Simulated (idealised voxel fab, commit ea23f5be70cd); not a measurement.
This is a process module. Its name is voxel gate over fins.
In the cross-section labelled cut, the width is 240 nm and each square cell is 5 nm.
Square cells in a grid make up a cross-section in this document, and the grid is given as bands, listed from the top down, each one or more rows of cells.
Top height, bottom height, nm. Materials left to right, width each, nm. Single material + "all across" = fills band edge to edge. "blank" = empty.
For the purposes of this specification, 0 denotes the height below which the wafer in its as-received condition is composed wholly of one material, and the lowermost band, lacking a lower limit, extends downward without end, as expressed in "0 -> down".
Width: "30 to 40" (first number = top row, second number = bottom row, same change from row to row of cells).
Where a step carries "nothing was modified", the cross-section came out of it unchanged, cell for cell.
If an empty space has no open way to the top and is at least 8 cells in size, "Enclosed cavities" lists it, written width x height at distance, where distance is measured from the left edge and every value is in nm.
Note: text after step settings on the step line = simulator remark on that step.
For masked steps, "overlay nm" on the step line gives how far right of plan the mask actually lay; a minus sign means it lay to the left.
## The steps planned for the process are as follows
1. RECEIVE (material Si)
2. CONFORMAL_DEP (material SiN; thk nm 5)
3. MASKED_ETCH (tone cover; mask id FINS; width nm 15; pitch nm 40; etch materials SiN; depth nm 5; overlay nm 0)
4. MASKED_ETCH (tone cover; mask id FINS; width nm 15; pitch nm 40; etch materials Si; depth nm 40; overlay nm 0)
5. FILL_DEP (material SiO2; thk nm 10)
6. CMP (height nm 5)
7. SELECTIVE_ETCH (etch materials SiO2; depth nm 20)
8. STRIP (etch materials SiN)
9. CONFORMAL_DEP (material HfO2; thk nm 5)
10. CONFORMAL_DEP (material TiN; thk nm 5)
11. CONFORMAL_DEP (material TiAl; thk nm 5)
12. CONFORMAL_DEP (material TiN; thk nm 5)
13. FILL_DEP (material W; thk nm 10)
14. CMP (height nm 25)
15. CONFORMAL_DEP (material SiN; thk nm 5)
## First of two wafers - as planned
## Received-state cross-section, reflecting completion of step 1
	0 -> down  Si all across
	Enclosed cavities: none
## After step 2, in cross-section
	5 -> 0  SiN all across
	Nothing below the height 0 has changed.
## After step 3, in cross-section
	5 -> 0  blank=50 | SiN=15 | blank=25 | SiN=15 | blank=25 | SiN=15 | blank=25 | SiN=15 | blank=55
	Nothing below the height 0 has changed.
## After step 4, in cross-section
	5 -> 0  blank=50 | SiN=15 | blank=25 | SiN=15 | blank=25 | SiN=15 | blank=25 | SiN=15 | blank=55
	0 -> -40  blank=50 | Si=15 | blank=25 | Si=15 | blank=25 | Si=15 | blank=25 | Si=15 | blank=55
	Nothing below the height -40 has changed.
## After step 5, in cross-section
	15 -> 5  SiO2 all across
	5 -> 0  SiO2=50 | SiN=15 | SiO2=25 | SiN=15 | SiO2=25 | SiN=15 | SiO2=25 | SiN=15 | SiO2=55
	0 -> -40  SiO2=50 | Si=15 | SiO2=25 | Si=15 | SiO2=25 | Si=15 | SiO2=25 | Si=15 | SiO2=55
	Nothing below the height -40 has changed.
## After step 6, in cross-section
	5 -> 0  SiO2=50 | SiN=15 | SiO2=25 | SiN=15 | SiO2=25 | SiN=15 | SiO2=25 | SiN=15 | SiO2=55
	Nothing below the height 0 has changed.
## After step 7, in cross-section
	5 -> 0  blank=50 | SiN=15 | blank=25 | SiN=15 | blank=25 | SiN=15 | blank=25 | SiN=15 | blank=55
	0 -> -15  blank=50 | Si=15 | blank=25 | Si=15 | blank=25 | Si=15 | blank=25 | Si=15 | blank=55
	Nothing below the height -15 has changed.
## After step 8, in cross-section
	0 -> -15  blank=50 | Si=15 | blank=25 | Si=15 | blank=25 | Si=15 | blank=25 | Si=15 | blank=55
	Nothing below the height -15 has changed.
## After step 9, in cross-section
	5 -> 0  blank=45 | HfO2=25 | blank=15 | HfO2=25 | blank=15 | HfO2=25 | blank=15 | HfO2=25 | blank=50
	0 -> -10  blank=45 | HfO2=5 | Si=15 | HfO2=5 | blank=15 | HfO2=5 | Si=15 | HfO2=5 | blank=15 | HfO2=5 | Si=15 | HfO2=5 | blank=15 | HfO2=5 | Si=15 | HfO2=5 | blank=50
	-10 -> -15  HfO2=50 | Si=15 | HfO2=25 | Si=15 | HfO2=25 | Si=15 | HfO2=25 | Si=15 | HfO2=55
	Nothing below the height -15 has changed.
## After step 10, in cross-section
	10 -> 5  blank=40 | TiN=35 | blank=5 | TiN=35 | blank=5 | TiN=35 | blank=5 | TiN=35 | blank=45
	5 -> 0  blank=40 | TiN=5 | HfO2=25 | TiN=5 | blank=5 | TiN=5 | HfO2=25 | TiN=5 | blank=5 | TiN=5 | HfO2=25 | TiN=5 | blank=5 | TiN=5 | HfO2=25 | TiN=5 | blank=45
	0 -> -5  blank=40 | TiN=5 | HfO2=5 | Si=15 | HfO2=5 | TiN=5 | blank=5 | TiN=5 | HfO2=5 | Si=15 | HfO2=5 | TiN=5 | blank=5 | TiN=5 | HfO2=5 | Si=15 | HfO2=5 | TiN=5 | blank=5 | TiN=5 | HfO2=5 | Si=15 | HfO2=5 | TiN=5 | blank=45
	-5 -> -10  TiN=45 | HfO2=5 | Si=15 | HfO2=5 | TiN=15 | HfO2=5 | Si=15 | HfO2=5 | TiN=15 | HfO2=5 | Si=15 | HfO2=5 | TiN=15 | HfO2=5 | Si=15 | HfO2=5 | TiN=50
	Nothing below the height -10 has changed.
## After step 11, in cross-section
	15 -> 10  blank=35 | TiAl=165 | blank=40
	10 -> 5  blank=35 | TiAl=5 | TiN=35 | TiAl=5 | TiN=35 | TiAl=5 | TiN=35 | TiAl=5 | TiN=35 | TiAl=5 | blank=40
	5 -> 0  blank=35 | TiAl=5 | TiN=5 | HfO2=25 | TiN=5 | TiAl=5 | TiN=5 | HfO2=25 | TiN=5 | TiAl=5 | TiN=5 | HfO2=25 | TiN=5 | TiAl=5 | TiN=5 | HfO2=25 | TiN=5 | TiAl=5 | blank=40
	0 -> -5  TiAl=40 | TiN=5 | HfO2=5 | Si=15 | HfO2=5 | TiN=5 | TiAl=5 | TiN=5 | HfO2=5 | Si=15 | HfO2=5 | TiN=5 | TiAl=5 | TiN=5 | HfO2=5 | Si=15 | HfO2=5 | TiN=5 | TiAl=5 | TiN=5 | HfO2=5 | Si=15 | HfO2=5 | TiN=5 | TiAl=45
	Nothing below the height -5 has changed.
## After step 12, in cross-section
	20 -> 15  blank=30 | TiN=175 | blank=35
	15 -> 10  blank=30 | TiN=5 | TiAl=165 | TiN=5 | blank=35
	10 -> 5  blank=30 | TiN=5 | TiAl=5 | TiN=35 | TiAl=5 | TiN=35 | TiAl=5 | TiN=35 | TiAl=5 | TiN=35 | TiAl=5 | TiN=5 | blank=35
	5 -> 0  TiN=35 | TiAl=5 | TiN=5 | HfO2=25 | TiN=5 | TiAl=5 | TiN=5 | HfO2=25 | TiN=5 | TiAl=5 | TiN=5 | HfO2=25 | TiN=5 | TiAl=5 | TiN=5 | HfO2=25 | TiN=5 | TiAl=5 | TiN=40
	Nothing below the height 0 has changed.
## After step 13, in cross-section
	30 -> 20  W all across
	20 -> 15  W=30 | TiN=175 | W=35
	15 -> 10  W=30 | TiN=5 | TiAl=165 | TiN=5 | W=35
	10 -> 5  W=30 | TiN=5 | TiAl=5 | TiN=35 | TiAl=5 | TiN=35 | TiAl=5 | TiN=35 | TiAl=5 | TiN=35 | TiAl=5 | TiN=5 | W=35
	Nothing below the height 5 has changed.
## After step 14, in cross-section
	25 -> 20  W all across
	Nothing below the height 20 has changed.
## After step 15, in cross-section
	30 -> 25  SiN all across
	Nothing below the height 25 has changed.
## The second wafer began exactly as the first did and followed the same plan, but one mistake was made while running it; through step 3 inclusive, the two wafers are identical
## Second wafer, cut view, end of step 4 per plan
	5 -> 0  blank=50 | SiN=15 | blank=25 | SiN=15 | blank=25 | SiN=15 | blank=25 | SiN=15 | blank=55
	0 -> -80  blank=50 | Si=15 | blank=25 | Si=15 | blank=25 | Si=15 | blank=25 | Si=15 | blank=55
	Nothing below the height -80 has changed.
## Second wafer, cut view, end of step 5 per plan
	15 -> 5  SiO2 all across
	5 -> 0  SiO2=50 | SiN=15 | SiO2=25 | SiN=15 | SiO2=25 | SiN=15 | SiO2=25 | SiN=15 | SiO2=55
	0 -> -80  SiO2=50 | Si=15 | SiO2=25 | Si=15 | SiO2=25 | Si=15 | SiO2=25 | Si=15 | SiO2=55
	Nothing below the height -80 has changed.
## Second wafer, cut view, end of step 6 per plan
	5 -> 0  SiO2=50 | SiN=15 | SiO2=25 | SiN=15 | SiO2=25 | SiN=15 | SiO2=25 | SiN=15 | SiO2=55
	Nothing below the height 0 has changed.
## Second wafer, cut view, end of step 7 per plan
	5 -> 0  blank=50 | SiN=15 | blank=25 | SiN=15 | blank=25 | SiN=15 | blank=25 | SiN=15 | blank=55
	0 -> -15  blank=50 | Si=15 | blank=25 | Si=15 | blank=25 | Si=15 | blank=25 | Si=15 | blank=55
	Nothing below the height -15 has changed.
## Second wafer, cut view, end of step 8 per plan
	0 -> -15  blank=50 | Si=15 | blank=25 | Si=15 | blank=25 | Si=15 | blank=25 | Si=15 | blank=55
	Nothing below the height -15 has changed.
## Second wafer, cut view, end of step 9 per plan
	5 -> 0  blank=45 | HfO2=25 | blank=15 | HfO2=25 | blank=15 | HfO2=25 | blank=15 | HfO2=25 | blank=50
	0 -> -10  blank=45 | HfO2=5 | Si=15 | HfO2=5 | blank=15 | HfO2=5 | Si=15 | HfO2=5 | blank=15 | HfO2=5 | Si=15 | HfO2=5 | blank=15 | HfO2=5 | Si=15 | HfO2=5 | blank=50
	-10 -> -15  HfO2=50 | Si=15 | HfO2=25 | Si=15 | HfO2=25 | Si=15 | HfO2=25 | Si=15 | HfO2=55
	Nothing below the height -15 has changed.
## Second wafer, cut view, end of step 10 per plan
	10 -> 5  blank=40 | TiN=35 | blank=5 | TiN=35 | blank=5 | TiN=35 | blank=5 | TiN=35 | blank=45
	5 -> 0  blank=40 | TiN=5 | HfO2=25 | TiN=5 | blank=5 | TiN=5 | HfO2=25 | TiN=5 | blank=5 | TiN=5 | HfO2=25 | TiN=5 | blank=5 | TiN=5 | HfO2=25 | TiN=5 | blank=45
	0 -> -5  blank=40 | TiN=5 | HfO2=5 | Si=15 | HfO2=5 | TiN=5 | blank=5 | TiN=5 | HfO2=5 | Si=15 | HfO2=5 | TiN=5 | blank=5 | TiN=5 | HfO2=5 | Si=15 | HfO2=5 | TiN=5 | blank=5 | TiN=5 | HfO2=5 | Si=15 | HfO2=5 | TiN=5 | blank=45
	-5 -> -10  TiN=45 | HfO2=5 | Si=15 | HfO2=5 | TiN=15 | HfO2=5 | Si=15 | HfO2=5 | TiN=15 | HfO2=5 | Si=15 | HfO2=5 | TiN=15 | HfO2=5 | Si=15 | HfO2=5 | TiN=50
	Nothing below the height -10 has changed.
## Second wafer, cut view, end of step 11 per plan
	15 -> 10  blank=35 | TiAl=165 | blank=40
	10 -> 5  blank=35 | TiAl=5 | TiN=35 | TiAl=5 | TiN=35 | TiAl=5 | TiN=35 | TiAl=5 | TiN=35 | TiAl=5 | blank=40
	5 -> 0  blank=35 | TiAl=5 | TiN=5 | HfO2=25 | TiN=5 | TiAl=5 | TiN=5 | HfO2=25 | TiN=5 | TiAl=5 | TiN=5 | HfO2=25 | TiN=5 | TiAl=5 | TiN=5 | HfO2=25 | TiN=5 | TiAl=5 | blank=40
	0 -> -5  TiAl=40 | TiN=5 | HfO2=5 | Si=15 | HfO2=5 | TiN=5 | TiAl=5 | TiN=5 | HfO2=5 | Si=15 | HfO2=5 | TiN=5 | TiAl=5 | TiN=5 | HfO2=5 | Si=15 | HfO2=5 | TiN=5 | TiAl=5 | TiN=5 | HfO2=5 | Si=15 | HfO2=5 | TiN=5 | TiAl=45
	Nothing below the height -5 has changed.
## Second wafer, cut view, end of step 12 per plan
	20 -> 15  blank=30 | TiN=175 | blank=35
	15 -> 10  blank=30 | TiN=5 | TiAl=165 | TiN=5 | blank=35
	10 -> 5  blank=30 | TiN=5 | TiAl=5 | TiN=35 | TiAl=5 | TiN=35 | TiAl=5 | TiN=35 | TiAl=5 | TiN=35 | TiAl=5 | TiN=5 | blank=35
	5 -> 0  TiN=35 | TiAl=5 | TiN=5 | HfO2=25 | TiN=5 | TiAl=5 | TiN=5 | HfO2=25 | TiN=5 | TiAl=5 | TiN=5 | HfO2=25 | TiN=5 | TiAl=5 | TiN=5 | HfO2=25 | TiN=5 | TiAl=5 | TiN=40
	Nothing below the height 0 has changed.
## Second wafer, cut view, end of step 13 per plan
	30 -> 20  W all across
	20 -> 15  W=30 | TiN=175 | W=35
	15 -> 10  W=30 | TiN=5 | TiAl=165 | TiN=5 | W=35
	10 -> 5  W=30 | TiN=5 | TiAl=5 | TiN=35 | TiAl=5 | TiN=35 | TiAl=5 | TiN=35 | TiAl=5 | TiN=35 | TiAl=5 | TiN=5 | W=35
	Nothing below the height 5 has changed.
## Second wafer, cut view, end of step 14 per plan
	25 -> 20  W all across
	Nothing below the height 20 has changed.
## Second wafer, cut view, end of step 15 per plan
	30 -> 25  SiN all across
	Nothing below the height 25 has changed.
Run error: yeah, plan step 4 got run twice
Wafer comparison, final, in cells, second relative to first, materials more or fewer: 288 fewer of Si; 288 more of SiO2
